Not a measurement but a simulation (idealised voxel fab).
The following process module bears the name voxel transistor to metal.
It is cross-section cut that appears here, measuring 140 nm in width, its square cells being 5 nm in size.
Cross-section format: a grid of square cells, given as bands from top to bottom; each band is one or more rows of cells.
Within each band entry, the heights of the top and of the bottom of the band appear first, in that order and in nm; the materials of the band then follow from left to right, each with its corresponding width in nm. The designation "all across" on a single material indicates that it fills the band from edge to edge; the designation "air" indicates empty space.
Heights are reckoned from 0. Under this level, the received wafer is all of one material. The bottommost band is open-ended downward, for example "from 0 down".
Note: "30..40" means the width goes from the first number (top row of the band) to the second number (bottom row) in equal steps per row of cells.
Step marked "nothing different"? Then no cell in the cross-section changed in it.
The list in "Cavities, closed" covers empty spaces of 8 cells or more that cannot reach the top through any open way, and it gives each as width x height at distance; the distance is from the left edge, and width, height and distance are in nm.
Heads up: the bit after the settings on a step's line is the simulator's remark on that step.
overlay nm: where the mask lay relative to plan, measured to the right, on steps with a mask; negatives go left.
Read the rest as pairs. Take the cross-section before one process step, then the cross-section after it, which shows only down to the lowest band that changed. Under the pair, find the step between them and its settings. Bear in mind that pairs may come from different runs of this module on the same starting wafer: link a pair to the pair above it only where its entry headed "Pre-step section" says to.
Pre-step section:
    from 0 down = Si all across
    Cavities, closed: none
Section After Processing:
    from 0 to -5 = SiO2 all across
    Whatever lies below -5 is exactly as it was before.
    Cavities, closed: none
What process step lies between the two cross-sections above? OXIDIZE | depth nm 5
Pre-step section: The initial state for this step is given by the after cross-section of the immediately preceding pair.
Section After Processing:
    from 10 to 0 = SiN all across
    Whatever lies below 0 is exactly as it was before.
    Cavities, closed: none
What process step lies between the two cross-sections above? CONFORMAL_DEP | material SiN | thk nm 10
Pre-step section: The initial state for this step is given by the after cross-section of the immediately preceding pair.
Section After Processing:
    from 10 to 0 = air: 15, then SiN: 105, then air: 20
    Whatever lies below 0 is exactly as it was before.
    Cavities, closed: none
What process step lies between the two cross-sections above? MASKED_ETCH | tone cover | mask id ACTIVE | width nm 105 | etch materials SiN | depth nm 10 | overlay nm 0
Pre-step section: The initial state for this step is given by the after cross-section of the immediately preceding pair.
Section After Processing:
    from 10 to 0 = air: 15, then SiN: 105, then air: 20
    from 0 to -5 = air: 15, then SiO2: 105, then air: 20
    Whatever lies below -5 is exactly as it was before.
    Cavities, closed: none
What process step lies between the two cross-sections above? MASKED_ETCH | tone cover | mask id ACTIVE | width nm 105 | etch materials SiO2 | depth nm 5 | overlay nm 0
Pre-step section: The initial state for this step is given by the after cross-section of the immediately preceding pair.
Section After Processing:
    from 10 to 0 = air: 15, then SiN: 105, then air: 20
    from 0 to -5 = air: 15, then SiO2: 105, then air: 20
    from -5 to -35 = air: 15, then Si: 105, then air: 20
    Whatever lies below -35 is exactly as it was before.
    Cavities, closed: none
What process step lies between the two cross-sections above? MASKED_ETCH | tone cover | mask id ACTIVE | width nm 105 | etch materials Si | depth nm 30 | overlay nm 0
Pre-step section: The initial state for this step is given by the after cross-section of the immediately preceding pair.
Section After Processing:
    from 10 to 0 = air: 15, then SiN: 105, then air: 20
    from 0 to -5 = air: 15, then SiO2: 105, then air: 20
    from -5 to -35 = air: 15, then SiO2: 5, then Si: 95, then SiO2: 5, then air: 20
    from -35 to -40 = SiO2: 20, then Si: 95, then SiO2: 25
    Whatever lies below -40 is exactly as it was before.
    Cavities, closed: none
What process step lies between the two cross-sections above? OXIDIZE | depth nm 5
Pre-step section: The initial state for this step is given by the after cross-section of the immediately preceding pair.
Section After Processing:
    from 25 to 10 = SiO2 all across
    from 10 to 0 = SiO2: 15, then SiN: 105, then SiO2: 20
    from 0 to -5 = SiO2 all across
    from -5 to -40 = SiO2: 20, then Si: 95, then SiO2: 25
    Whatever lies below -40 is exactly as it was before.
    Cavities, closed: none
What process step lies between the two cross-sections above? FILL_DEP | material SiO2 | thk nm 15
Pre-step section: The initial state for this step is given by the after cross-section of the immediately preceding pair.
Section After Processing:
    from 10 to 0 = SiO2: 15, then SiN: 105, then SiO2: 20
    Whatever lies below 0 is exactly as it was before.
    Cavities, closed: none
What process step lies between the two cross-sections above? CMP | height nm 10
Pre-step section: The initial state for this step is given by the after cross-section of the immediately preceding pair.
Section After Processing:
    from 10 to 5 = air: 15, then SiN: 105, then air: 20
    Whatever lies below 5 is exactly as it was before.
    Cavities, closed: none
What process step lies between the two cross-sections above? SELECTIVE_ETCH | etch materials SiO2 | depth nm 5
Pre-step section: The initial state for this step is given by the after cross-section of the immediately preceding pair.
Section After Processing:
    from 5 to 0 = SiO2: 15, then air: 105, then SiO2: 20
    Whatever lies below 0 is exactly as it was before.
    Cavities, closed: none
What process step lies between the two cross-sections above? STRIP | etch materials SiN
Pre-step section: The initial state for this step is given by the after cross-section of the immediately preceding pair.
Section After Processing:
    from 0 to -5 = SiO2: 10, then air: 115, then SiO2: 15
    Whatever lies below -5 is exactly as it was before.
    Cavities, closed: none
What process step lies between the two cross-sections above? SELECTIVE_ETCH | etch materials SiO2 | depth nm 5
Pre-step section: The initial state for this step is given by the after cross-section of the immediately preceding pair.
Section After Processing:
    from 0 to -5 = SiO2: 10, then air: 115, then SiO2: 15
    from -5 to -10 = SiO2 all across
    Whatever lies below -10 is exactly as it was before.
    Cavities, closed: none
What process step lies between the two cross-sections above? OXIDIZE | depth nm 5
Pre-step section: The initial state for this step is given by the after cross-section of the immediately preceding pair.
Section After Processing:
    from 20 to 15 = polySi: 10, then air: 115, then polySi: 15
    from 15 to 0 = polySi all across
    from 0 to -5 = SiO2: 10, then polySi: 115, then SiO2: 15
    Whatever lies below -5 is exactly as it was before.
    Cavities, closed: none
What process step lies between the two cross-sections above? DIRECTIONAL_DEP | material polySi | thk nm 20
Pre-step section: The initial state for this step is given by the after cross-section of the immediately preceding pair.
Section After Processing:
    from 35 to 30 = SiCN: 10, then air: 115, then SiCN: 15
    from 30 to 20 = SiCN all across
    from 20 to 15 = polySi: 10, then SiCN: 115, then polySi: 15
    Whatever lies below 15 is exactly as it was before.
    Cavities, closed: none
What process step lies between the two cross-sections above? DIRECTIONAL_DEP | material SiCN | thk nm 15
Pre-step section: The initial state for this step is given by the after cross-section of the immediately preceding pair.
Section After Processing:
    from 45 to 40 = aC: 10, then air: 115, then aC: 15
    from 40 to 35 = aC all across
    from 35 to 30 = SiCN: 10, then aC: 115, then SiCN: 15
    Whatever lies below 30 is exactly as it was before.
    Cavities, closed: none
What process step lies between the two cross-sections above? DIRECTIONAL_DEP | material aC | thk nm 10
Pre-step section: The initial state for this step is given by the after cross-section of the immediately preceding pair.
Section After Processing:
    from 70 to 45 = air: 55, then resist: 25, then air: 60
    from 45 to 40 = aC: 10, then air: 45, then resist: 25, then air: 45, then aC: 15
    Whatever lies below 40 is exactly as it was before.
    Cavities, closed: none
What process step lies between the two cross-sections above? PATTERN | tone cover | mask id GATE | material resist | width nm 25 | thk nm 25 | overlay nm 0
Pre-step section: The initial state for this step is given by the after cross-section of the immediately preceding pair.
Section After Processing:
    from 60 to 40 = air: 55, then resist: 25, then air: 60
    from 40 to 35 = air: 55, then aC: 25, then air: 60
    from 35 to 30 = SiCN: 10, then air: 45, then aC: 25, then air: 45, then SiCN: 15
    Whatever lies below 30 is exactly as it was before.
    Cavities, closed: none
What process step lies between the two cross-sections above? DIRECTIONAL_ETCH | etch materials aC | depth nm 10
Pre-step section: The initial state for this step is given by the after cross-section of the immediately preceding pair.
Section After Processing:
    from 40 to 35 = air: 55, then aC: 25, then air: 60
    Whatever lies below 35 is exactly as it was before.
    Cavities, closed: none
What process step lies between the two cross-sections above? STRIP | etch materials resist
Pre-step section: The initial state for this step is given by the after cross-section of the immediately preceding pair.
Section After Processing:
    from 40 to 30 = air: 55, then aC: 25, then air: 60
    from 30 to 20 = air: 55, then SiCN: 25, then air: 60
    from 20 to 15 = polySi: 10, then air: 45, then SiCN: 25, then air: 45, then polySi: 15
    Whatever lies below 15 is exactly as it was before.
    Cavities, closed: none
What process step lies between the two cross-sections above? DIRECTIONAL_ETCH | etch materials SiCN | depth nm 25
Pre-step section: The initial state for this step is given by the after cross-section of the immediately preceding pair.
Section After Processing:
    from 40 to 30 = air: 55, then aC: 25, then air: 60
    from 30 to 15 = air: 55, then SiCN: 25, then air: 60
    from 15 to 0 = air: 55, then polySi: 25, then air: 60
    from 0 to -5 = SiO2: 10, then air: 45, then polySi: 25, then air: 45, then SiO2: 15
    Whatever lies below -5 is exactly as it was before.
    Cavities, closed: none
What process step lies between the two cross-sections above? DIRECTIONAL_ETCH | etch materials polySi | depth nm 30
Pre-step section: The initial state for this step is given by the after cross-section of the immediately preceding pair.
Section After Processing:
    from 30 to 15 = air: 55, then SiCN: 25, then air: 60
    Whatever lies below 15 is exactly as it was before.
    Cavities, closed: none
What process step lies between the two cross-sections above? STRIP | etch materials aC
Pre-step section: The initial state for this step is given by the after cross-section of the immediately preceding pair.
Section After Processing:
    from 35 to 30 = air: 50, then SiN: 35, then air: 55
    from 30 to 15 = air: 50, then SiN: 5, then SiCN: 25, then SiN: 5, then air: 55
    from 15 to 5 = air: 50, then SiN: 5, then polySi: 25, then SiN: 5, then air: 55
    from 5 to 0 = SiN: 15, then air: 35, then SiN: 5, then polySi: 25, then SiN: 5, then air: 35, then SiN: 20
    from 0 to -5 = SiO2: 10, then SiN: 45, then polySi: 25, then SiN: 45, then SiO2: 15
    Whatever lies below -5 is exactly as it was before.
    Cavities, closed: none
What process step lies between the two cross-sections above? CONFORMAL_DEP | material SiN | thk nm 5
Pre-step section: The initial state for this step is given by the after cross-section of the immediately preceding pair.
Section After Processing:
    from 30 to 15 = air: 50, then SiN: 5, then SiCN: 25, then SiN: 5, then air: 55
    from 15 to 0 = air: 50, then SiN: 5, then polySi: 25, then SiN: 5, then air: 55
    from 0 to -5 = SiO2: 10, then SiN: 5, then air: 35, then SiN: 5, then polySi: 25, then SiN: 5, then air: 35, then SiN: 5, then SiO2: 15
    Whatever lies below -5 is exactly as it was before.
    Cavities, closed: none
What process step lies between the two cross-sections above? DIRECTIONAL_ETCH | etch materials SiN | depth nm 5
Pre-step section: The initial state for this step is given by the after cross-section of the immediately preceding pair.
Section After Processing:
    from 30 to 15 = air: 50, then SiN: 5, then SiCN: 25, then SiN: 5, then air: 55
    from 15 to 0 = air: 50, then SiN: 5, then polySi: 25, then SiN: 5, then air: 55
    from 0 to -5 = air: 10, then SiN: 5, then air: 35, then SiN: 5, then polySi: 25, then SiN: 5, then air: 35, then SiN: 5, then air: 15
    from -5 to -10 = SiO2: 15, then air: 35, then SiO2: 35, then air: 35, then SiO2: 20
    Whatever lies below -10 is exactly as it was before.
    Cavities, closed: none
What process step lies between the two cross-sections above? DIRECTIONAL_ETCH | etch materials SiO2 | depth nm 5
Pre-step section: The initial state for this step is given by the after cross-section of the immediately preceding pair.
Section After Processing:
    from 30 to 15 = air: 50, then SiN: 5, then SiCN: 25, then SiN: 5, then air: 55
    from 15 to 0 = air: 50, then SiN: 5, then polySi: 25, then SiN: 5, then air: 55
    from 0 to -5 = air: 10, then SiN: 5, then air: 35, then SiN: 5, then polySi: 25, then SiN: 5, then air: 35, then SiN: 5, then air: 15
    from -5 to -10 = SiO2: 15, then air: 35, then SiO2: 35, then air: 35, then SiO2: 20
    from -10 to -15 = SiO2: 20, then air: 30, then Si: 35, then air: 30, then SiO2: 25
    Whatever lies below -15 is exactly as it was before.
    Cavities, closed: none
What process step lies between the two cross-sections above? DIRECTIONAL_ETCH | etch materials Si | depth nm 5
Pre-step section: The initial state for this step is given by the after cross-section of the immediately preceding pair.
Section After Processing:
    from 30 to 15 = air: 50, then SiN: 5, then SiCN: 25, then SiN: 5, then air: 55
    from 15 to 0 = air: 50, then SiN: 5, then polySi: 25, then SiN: 5, then air: 55
    from 0 to -5 = air: 10, then SiN: 5, then air: 25, then pSi: 10, then SiN: 5, then polySi: 25, then SiN: 5, then pSi: 10, then air: 25, then SiN: 5, then air: 15
    from -5 to -10 = SiO2: 15, then pSi: 35, then SiO2: 35, then pSi: 35, then SiO2: 20
    from -10 to -15 = SiO2: 20, then pSi: 30, then Si: 35, then pSi: 30, then SiO2: 25
    Whatever lies below -15 is exactly as it was before.
    Cavities, closed: none
What process step lies between the two cross-sections above? EPI | material pSi | thk nm 10
Pre-step section: The initial state for this step is given by the after cross-section of the immediately preceding pair.
Section After Processing:
    from 40 to 30 = SiO2 all across
    from 30 to 15 = SiO2: 50, then SiN: 5, then SiCN: 25, then SiN: 5, then SiO2: 55
    from 15 to 0 = SiO2: 50, then SiN: 5, then polySi: 25, then SiN: 5, then SiO2: 55
    from 0 to -5 = SiO2: 10, then SiN: 5, then SiO2: 25, then pSi: 10, then SiN: 5, then polySi: 25, then SiN: 5, then pSi: 10, then SiO2: 25, then SiN: 5, then SiO2: 15
    Whatever lies below -5 is exactly as it was before.
    Cavities, closed: none
What process step lies between the two cross-sections above? FILL_DEP | material SiO2 | thk nm 10
Pre-step section: The initial state for this step is given by the after cross-section of the immediately preceding pair.
Section After Processing:
    from 15 to 0 = SiO2: 50, then SiN: 5, then polySi: 25, then SiN: 5, then SiO2: 55
    Whatever lies below 0 is exactly as it was before.
    Cavities, closed: none
What process step lies between the two cross-sections above? CMP | height nm 15
Pre-step section: The initial state for this step is given by the after cross-section of the immediately preceding pair.
Section After Processing:
    from 15 to 0 = SiO2: 50, then SiN: 5, then air: 25, then SiN: 5, then SiO2: 55
    from 0 to -5 = SiO2: 10, then SiN: 5, then SiO2: 25, then pSi: 10, then SiN: 5, then air: 25, then SiN: 5, then pSi: 10, then SiO2: 25, then SiN: 5, then SiO2: 15
    Whatever lies below -5 is exactly as it was before.
    Cavities, closed: none
What process step lies between the two cross-sections above? STRIP | etch materials polySi
Pre-step section: The initial state for this step is given by the after cross-section of the immediately preceding pair.
Section After Processing:
    from 15 to 10 = air: 50, then SiN: 5, then air: 25, then SiN: 5, then air: 55
    from 10 to 0 = SiO2: 50, then SiN: 5, then air: 25, then SiN: 5, then SiO2: 55
    from 0 to -5 = SiO2: 10, then SiN: 5, then SiO2: 25, then pSi: 10, then SiN: 5, then air: 25, then SiN: 5, then pSi: 10, then SiO2: 25, then SiN: 5, then SiO2: 15
    from -5 to -10 = SiO2: 15, then pSi: 35, then air: 35, then pSi: 35, then SiO2: 20
    Whatever lies below -10 is exactly as it was before.
    Cavities, closed: none
What process step lies between the two cross-sections above? SELECTIVE_ETCH | etch materials SiO2 | depth nm 5
Pre-step section: The initial state for this step is given by the after cross-section of the immediately preceding pair.
Section After Processing:
    from 20 to 15 = air: 45, then HfO2: 15, then air: 15, then HfO2: 15, then air: 50
    from 15 to 10 = HfO2: 50, then SiN: 5, then HfO2: 5, then air: 15, then HfO2: 5, then SiN: 5, then HfO2: 55
    from 10 to 0 = SiO2: 50, then SiN: 5, then HfO2: 5, then air: 15, then HfO2: 5, then SiN: 5, then SiO2: 55
    from 0 to -5 = SiO2: 10, then SiN: 5, then SiO2: 25, then pSi: 10, then SiN: 5, then HfO2: 5, then air: 15, then HfO2: 5, then SiN: 5, then pSi: 10, then SiO2: 25, then SiN: 5, then SiO2: 15
    from -5 to -10 = SiO2: 15, then pSi: 35, then HfO2: 35, then pSi: 35, then SiO2: 20
    Whatever lies below -10 is exactly as it was before.
    Cavities, closed: none
What process step lies between the two cross-sections above? CONFORMAL_DEP | material HfO2 | thk nm 5
Pre-step section: The initial state for this step is given by the after cross-section of the immediately preceding pair.
Section After Processing:
    from 25 to 20 = air: 40, then TiN: 25, then air: 5, then TiN: 25, then air: 45
    from 20 to 15 = TiN: 45, then HfO2: 15, then TiN: 5, then air: 5, then TiN: 5, then HfO2: 15, then TiN: 50
    from 15 to 10 = HfO2: 50, then SiN: 5, then HfO2: 5, then TiN: 5, then air: 5, then TiN: 5, then HfO2: 5, then SiN: 5, then HfO2: 55
    from 10 to 0 = SiO2: 50, then SiN: 5, then HfO2: 5, then TiN: 5, then air: 5, then TiN: 5, then HfO2: 5, then SiN: 5, then SiO2: 55
    from 0 to -5 = SiO2: 10, then SiN: 5, then SiO2: 25, then pSi: 10, then SiN: 5, then HfO2: 5, then TiN: 15, then HfO2: 5, then SiN: 5, then pSi: 10, then SiO2: 25, then SiN: 5, then SiO2: 15
    Whatever lies below -5 is exactly as it was before.
    Cavities, closed: none
What process step lies between the two cross-sections above? CONFORMAL_DEP | material TiN | thk nm 5
Pre-step section: The initial state for this step is given by the after cross-section of the immediately preceding pair.
Section After Processing:
    from 30 to 25 = W all across
    from 25 to 20 = W: 40, then TiN: 25, then W: 5, then TiN: 25, then W: 45
    from 20 to 15 = TiN: 45, then HfO2: 15, then TiN: 5, then W: 5, then TiN: 5, then HfO2: 15, then TiN: 50
    from 15 to 10 = HfO2: 50, then SiN: 5, then HfO2: 5, then TiN: 5, then W: 5, then TiN: 5, then HfO2: 5, then SiN: 5, then HfO2: 55
    from 10 to 0 = SiO2: 50, then SiN: 5, then HfO2: 5, then TiN: 5, then W: 5, then TiN: 5, then HfO2: 5, then SiN: 5, then SiO2: 55
    Whatever lies below 0 is exactly as it was before.
    Cavities, closed: none
What process step lies between the two cross-sections above? FILL_DEP | material W | thk nm 5
Pre-step section: The initial state for this step is given by the after cross-section of the immediately preceding pair.
Section After Processing:
    from 10 to 0 = SiO2: 50, then SiN: 5, then HfO2: 5, then TiN: 5, then W: 5, then TiN: 5, then HfO2: 5, then SiN: 5, then SiO2: 55
    Whatever lies below 0 is exactly as it was before.
    Cavities, closed: none
What process step lies between the two cross-sections above? CMP | height nm 10
Pre-step section: The initial state for this step is given by the after cross-section of the immediately preceding pair.
Section After Processing:
    from 20 to 10 = SiO2 all across
    Whatever lies below 10 is exactly as it was before.
    Cavities, closed: none
What process step lies between the two cross-sections above? DIRECTIONAL_DEP | material SiO2 | thk nm 10
Pre-step section: The initial state for this step is given by the after cross-section of the immediately preceding pair.
Section After Processing:
    from 35 to 20 = resist: 20, then air: 15, then resist: 65, then air: 15, then resist: 25
    Whatever lies below 20 is exactly as it was before.
    Cavities, closed: none
What process step lies between the two cross-sections above? PATTERN | tone open | mask id CONTACT | material resist | width nm 15 | pitch nm 80 | thk nm 15 | overlay nm 0
Pre-step section: The initial state for this step is given by the after cross-section of the immediately preceding pair.
Section After Processing:
    from 35 to 20 = resist: 20, then air: 15, then resist: 65, then air: 15, then resist: 25
    from 20 to 10 = SiO2: 20, then air: 15, then SiO2: 65, then air: 15, then SiO2: 25
    from 10 to 0 = SiO2: 20, then air: 15, then SiO2: 15, then SiN: 5, then HfO2: 5, then TiN: 5, then W: 5, then TiN: 5, then HfO2: 5, then SiN: 5, then SiO2: 15, then air: 15, then SiO2: 25
    from 0 to -5 = SiO2: 10, then SiN: 5, then SiO2: 5, then air: 15, then SiO2: 5, then pSi: 10, then SiN: 5, then HfO2: 5, then TiN: 15, then HfO2: 5, then SiN: 5, then pSi: 10, then SiO2: 5, then air: 15, then SiO2: 5, then SiN: 5, then SiO2: 15
    Whatever lies below -5 is exactly as it was before.
    Cavities, closed: none
What process step lies between the two cross-sections above? DIRECTIONAL_ETCH | etch materials SiO2 | depth nm 25
Pre-step section: The initial state for this step is given by the after cross-section of the immediately preceding pair.
Section After Processing:
    from 20 to 10 = SiO2: 20, then air: 15, then SiO2: 65, then air: 15, then SiO2: 25
    Whatever lies below 10 is exactly as it was before.
    Cavities, closed: none
What process step lies between the two cross-sections above? STRIP | etch materials resist
Pre-step section: The initial state for this step is given by the after cross-section of the immediately preceding pair.
Section After Processing:
    from 25 to 20 = TiN: 25, then air: 5, then TiN: 75, then air: 5, then TiN: 30
    from 20 to 10 = SiO2: 20, then TiN: 5, then air: 5, then TiN: 5, then SiO2: 65, then TiN: 5, then air: 5, then TiN: 5, then SiO2: 25
    from 10 to 0 = SiO2: 20, then TiN: 5, then air: 5, then TiN: 5, then SiO2: 15, then SiN: 5, then HfO2: 5, then TiN: 5, then W: 5, then TiN: 5, then HfO2: 5, then SiN: 5, then SiO2: 15, then TiN: 5, then air: 5, then TiN: 5, then SiO2: 25
    from 0 to -5 = SiO2: 10, then SiN: 5, then SiO2: 5, then TiN: 15, then SiO2: 5, then pSi: 10, then SiN: 5, then HfO2: 5, then TiN: 15, then HfO2: 5, then SiN: 5, then pSi: 10, then SiO2: 5, then TiN: 15, then SiO2: 5, then SiN: 5, then SiO2: 15
    Whatever lies below -5 is exactly as it was before.
    Cavities, closed: none
What process step lies between the two cross-sections above? CONFORMAL_DEP | material TiN | thk nm 5
Pre-step section: The initial state for this step is given by the after cross-section of the immediately preceding pair.
Section After Processing:
    from 35 to 25 = Ru all across
    from 25 to 20 = TiN: 25, then Ru: 5, then TiN: 75, then Ru: 5, then TiN: 30
    from 20 to 10 = SiO2: 20, then TiN: 5, then Ru: 5, then TiN: 5, then SiO2: 65, then TiN: 5, then Ru: 5, then TiN: 5, then SiO2: 25
    from 10 to 0 = SiO2: 20, then TiN: 5, then Ru: 5, then TiN: 5, then SiO2: 15, then SiN: 5, then HfO2: 5, then TiN: 5, then W: 5, then TiN: 5, then HfO2: 5, then SiN: 5, then SiO2: 15, then TiN: 5, then Ru: 5, then TiN: 5, then SiO2: 25
    Whatever lies below 0 is exactly as it was before.
    Cavities, closed: none
What process step lies between the two cross-sections above? FILL_DEP | material Ru | thk nm 10
Pre-step section: The initial state for this step is given by the after cross-section of the immediately preceding pair.
Section After Processing:
    from 20 to 10 = SiO2: 20, then TiN: 5, then Ru: 5, then TiN: 5, then SiO2: 65, then TiN: 5, then Ru: 5, then TiN: 5, then SiO2: 25
    Whatever lies below 10 is exactly as it was before.
    Cavities, closed: none
What process step lies between the two cross-sections above? CMP | height nm 20
Pre-step section: The initial state for this step is given by the after cross-section of the immediately preceding pair.
Section After Processing:
    from 25 to 20 = SiCN all across
    Whatever lies below 20 is exactly as it was before.
    Cavities, closed: none
What process step lies between the two cross-sections above? CONFORMAL_DEP | material SiCN | thk nm 5
Pre-step section: The initial state for this step is given by the after cross-section of the immediately preceding pair.
Section After Processing:
    from 45 to 25 = lowk all across
    Whatever lies below 25 is exactly as it was before.
    Cavities, closed: none
What process step lies between the two cross-sections above? DIRECTIONAL_DEP | material lowk | thk nm 20
Pre-step section: The initial state for this step is given by the after cross-section of the immediately preceding pair.
Section After Processing:
    from 60 to 45 = aC all across
    Whatever lies below 45 is exactly as it was before.
    Cavities, closed: none
What process step lies between the two cross-sections above? DIRECTIONAL_DEP | material aC | thk nm 15
Pre-step section: The initial state for this step is given by the after cross-section of the immediately preceding pair.
Section After Processing:
    from 90 to 60 = resist: 20, then air: 15, then resist: 65, then air: 15, then resist: 25
    Whatever lies below 60 is exactly as it was before.
    Cavities, closed: none
What process step lies between the two cross-sections above? PATTERN | tone open | mask id METAL_1 | material resist | width nm 15 | pitch nm 80 | thk nm 30 | overlay nm 0
Pre-step section: The initial state for this step is given by the after cross-section of the immediately preceding pair.
Section After Processing:
    from 75 to 60 = resist: 20, then air: 15, then resist: 65, then air: 15, then resist: 25
    from 60 to 45 = aC: 20, then air: 15, then aC: 65, then air: 15, then aC: 25
    Whatever lies below 45 is exactly as it was before.
    Cavities, closed: none
What process step lies between the two cross-sections above? DIRECTIONAL_ETCH | etch materials aC | depth nm 15
Pre-step section: The initial state for this step is given by the after cross-section of the immediately preceding pair.
Section After Processing:
    from 60 to 45 = aC: 20, then air: 15, then aC: 65, then air: 15, then aC: 25
    Whatever lies below 45 is exactly as it was before.
    Cavities, closed: none
What process step lies between the two cross-sections above? STRIP | etch materials resist
Pre-step section: The initial state for this step is given by the after cross-section of the immediately preceding pair.
Section After Processing:
    from 60 to 45 = aC: 20, then air: 15, then aC: 65, then air: 15, then aC: 25
    from 45 to 25 = lowk: 20, then air: 15, then lowk: 65, then air: 15, then lowk: 25
    Whatever lies below 25 is exactly as it was before.
    Cavities, closed: none
What process step lies between the two cross-sections above? DIRECTIONAL_ETCH | etch materials lowk | depth nm 20
Pre-step section: The initial state for this step is given by the after cross-section of the immediately preceding pair.
Section After Processing:
    from 60 to 45 = aC: 20, then air: 15, then aC: 65, then air: 15, then aC: 25
    from 45 to 25 = lowk: 20, then air: 15, then lowk: 65, then air: 15, then lowk: 25
    from 25 to 20 = SiCN: 20, then air: 15, then SiCN: 65, then air: 15, then SiCN: 25
    Whatever lies below 20 is exactly as it was before.
    Cavities, closed: none
What process step lies between the two cross-sections above? DIRECTIONAL_ETCH | etch materials SiCN | depth nm 5
Pre-step section: The initial state for this step is given by the after cross-section of the immediately preceding pair.
Section After Processing:
    from 45 to 25 = lowk: 20, then air: 15, then lowk: 65, then air: 15, then lowk: 25
    Whatever lies below 25 is exactly as it was before.
    Cavities, closed: none
What process step lies between the two cross-sections above? STRIP | etch materials aC
Pre-step section: The initial state for this step is given by the after cross-section of the immediately preceding pair.
Section After Processing:
    from 50 to 45 = TiN: 25, then air: 5, then TiN: 75, then air: 5, then TiN: 30
    from 45 to 25 = lowk: 20, then TiN: 5, then air: 5, then TiN: 5, then lowk: 65, then TiN: 5, then air: 5, then TiN: 5, then lowk: 25
    from 25 to 20 = SiCN: 20, then TiN: 15, then SiCN: 65, then TiN: 15, then SiCN: 25
    Whatever lies below 20 is exactly as it was before.
    Cavities, closed: none
What process step lies between the two cross-sections above? CONFORMAL_DEP | material TiN | thk nm 5
Pre-step section: The initial state for this step is given by the after cross-section of the immediately preceding pair.
Section After Processing:
    from 55 to 50 = Cu all across
    from 50 to 45 = TiN: 25, then Cu: 5, then TiN: 75, then Cu: 5, then TiN: 30
    from 45 to 25 = lowk: 20, then TiN: 5, then Cu: 5, then TiN: 5, then lowk: 65, then TiN: 5, then Cu: 5, then TiN: 5, then lowk: 25
    Whatever lies below 25 is exactly as it was before.
    Cavities, closed: none
What process step lies between the two cross-sections above? FILL_DEP | material Cu | thk nm 5
Pre-step section: The initial state for this step is given by the after cross-section of the immediately preceding pair.
Section After Processing:
    from 45 to 25 = lowk: 20, then TiN: 5, then Cu: 5, then TiN: 5, then lowk: 65, then TiN: 5, then Cu: 5, then TiN: 5, then lowk: 25
    Whatever lies below 25 is exactly as it was before.
    Cavities, closed: none
What process step lies between the two cross-sections above? CMP | height nm 45
Pre-step section: The initial state for this step is given by the after cross-section of the immediately preceding pair.
Section After Processing:
    from 50 to 45 = SiCN all across
    Whatever lies below 45 is exactly as it was before.
    Cavities, closed: none
What process step lies between the two cross-sections above? CONFORMAL_DEP | material SiCN | thk nm 5
Pre-step section: The initial state for this step is given by the after cross-section of the immediately preceding pair.
Section After Processing:
    from 85 to 50 = lowk all across
    Whatever lies below 50 is exactly as it was before.
    Cavities, closed: none
What process step lies between the two cross-sections above? DIRECTIONAL_DEP | material lowk | thk nm 35
Pre-step section: The initial state for this step is given by the after cross-section of the immediately preceding pair.
Section After Processing:
    from 100 to 85 = resist: 20, then air: 15, then resist: 65, then air: 15, then resist: 25
    Whatever lies below 85 is exactly as it was before.
    Cavities, closed: none
What process step lies between the two cross-sections above? PATTERN | tone open | mask id METAL_2 | material resist | width nm 15 | pitch nm 80 | thk nm 15 | overlay nm 0
Pre-step section: The initial state for this step is given by the after cross-section of the immediately preceding pair.
Section After Processing:
    from 100 to 85 = resist: 20, then air: 15, then resist: 65, then air: 15, then resist: 25
    from 85 to 65 = lowk: 20, then air: 15, then lowk: 65, then air: 15, then lowk: 25
    Whatever lies below 65 is exactly as it was before.
    Cavities, closed: none
What process step lies between the two cross-sections above? DIRECTIONAL_ETCH | etch materials lowk | depth nm 20
Pre-step section: The initial state for this step is given by the after cross-section of the immediately preceding pair.
Section After Processing:
    from 85 to 65 = lowk: 20, then air: 15, then lowk: 65, then air: 15, then lowk: 25
    Whatever lies below 65 is exactly as it was before.
    Cavities, closed: none
What process step lies between the two cross-sections above? STRIP | etch materials resist
Pre-step section: The initial state for this step is given by the after cross-section of the immediately preceding pair.
Section After Processing:
    from 85 to 50 = lowk: 20, then air: 15, then lowk: 65, then air: 15, then lowk: 25
    Whatever lies below 50 is exactly as it was before.
    Cavities, closed: none
What process step lies between the two cross-sections above? MASKED_ETCH | tone open | mask id METAL_2_HOLES | width nm 15 | pitch nm 80 | etch materials lowk | depth nm 15 | overlay nm 0
Pre-step section: The initial state for this step is given by the after cross-section of the immediately preceding pair.
Section After Processing:
    from 85 to 50 = lowk: 20, then air: 15, then lowk: 65, then air: 15, then lowk: 25
    from 50 to 45 = SiCN: 20, then air: 15, then SiCN: 65, then air: 15, then SiCN: 25
    Whatever lies below 45 is exactly as it was before.
    Cavities, closed: none
What process step lies between the two cross-sections above? MASKED_ETCH | tone open | mask id METAL_2_HOLES | width nm 15 | pitch nm 80 | etch materials SiCN | depth nm 5 | overlay nm 0
Pre-step section: The initial state for this step is given by the after cross-section of the immediately preceding pair.
Section After Processing:
    from 90 to 85 = TiN: 25, then air: 5, then TiN: 75, then air: 5, then TiN: 30
    from 85 to 50 = lowk: 20, then TiN: 5, then air: 5, then TiN: 5, then lowk: 65, then TiN: 5, then air: 5, then TiN: 5, then lowk: 25
    from 50 to 45 = SiCN: 20, then TiN: 15, then SiCN: 65, then TiN: 15, then SiCN: 25
    Whatever lies below 45 is exactly as it was before.
    Cavities, closed: none
What process step lies between the two cross-sections above? CONFORMAL_DEP | material TiN | thk nm 5
Pre-step section: The initial state for this step is given by the after cross-section of the immediately preceding pair.
Section After Processing:
    from 100 to 90 = Ru all across
    from 90 to 85 = TiN: 25, then Ru: 5, then TiN: 75, then Ru: 5, then TiN: 30
    from 85 to 50 = lowk: 20, then TiN: 5, then Ru: 5, then TiN: 5, then lowk: 65, then TiN: 5, then Ru: 5, then TiN: 5, then lowk: 25
    Whatever lies below 50 is exactly as it was before.
    Cavities, closed: none
What process step lies between the two cross-sections above? FILL_DEP | material Ru | thk nm 10
Pre-step section: The initial state for this step is given by the after cross-section of the immediately preceding pair.
Section After Processing:
    from 85 to 50 = lowk: 20, then TiN: 5, then Ru: 5, then TiN: 5, then lowk: 65, then TiN: 5, then Ru: 5, then TiN: 5, then lowk: 25
    Whatever lies below 50 is exactly as it was before.
    Cavities, closed: none
What process step lies between the two cross-sections above? CMP | height nm 85
Pre-step section: The initial state for this step is given by the after cross-section of the immediately preceding pair.
Section After Processing:
    from 90 to 85 = SiCN all across
    Whatever lies below 85 is exactly as it was before.
    Cavities, closed: none
What process step lies between the two cross-sections above? CONFORMAL_DEP | material SiCN | thk nm 5
